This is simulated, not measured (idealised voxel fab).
process module | voxel tone inversion
cross-section cut | 300 nm wide | cells 5 nm
A cross-section is a grid of square cells, given in bands from the top down. A band is one or more rows of cells.
Each band's line starts with the height of the band's top and of its bottom, in nm. Then come its materials from left to right, each with its width in nm. One material with "throughout" fills the band from edge to edge. "air" is empty space.
Height 0 is the level under which the wafer as received is all one material. The lowest band goes on downwards, as in "0 down".
A width such as "30 to 40" changes by the same amount from each row of cells to the next, from the band's top row to its bottom row.
"no change" after a step means that no cell of the cross-section changed.
closed voids: empty space of 8 cells or more with no open way to the top, each as width x height at its distance from the left edge, in nm
after a step's settings: what the simulator itself notes on the step
overlay nm, on a step with a mask: how far to the right of its planned place the mask lay; to the left if negative
plan
1 op RECEIVE | material Si
2 op CONFORMAL_DEP | material SiCN | thk nm 5
3 op DIRECTIONAL_DEP | material polySi | thk nm 15
4 op PATTERN | tone cover | mask id POSTS | material resist | width nm 20 | pitch nm 40 | thk nm 25 | overlay nm 0
5 op DIRECTIONAL_ETCH | etch materials polySi | depth nm 15
6 op STRIP | etch materials resist
7 op FILL_DEP | material SiO2 | thk nm 5
8 op CMP | height nm 20
9 op STRIP | etch materials polySi
as received, after step 1
  0 down: Si throughout
  closed voids: none
a wafer at the end: this start, this plan, one mistake
  20 to 15: SiCN throughout
  15 to 0: polySi throughout
  0 down: Si throughout
  closed voids: none
what went wrong: steps 2 and 3 were swapped
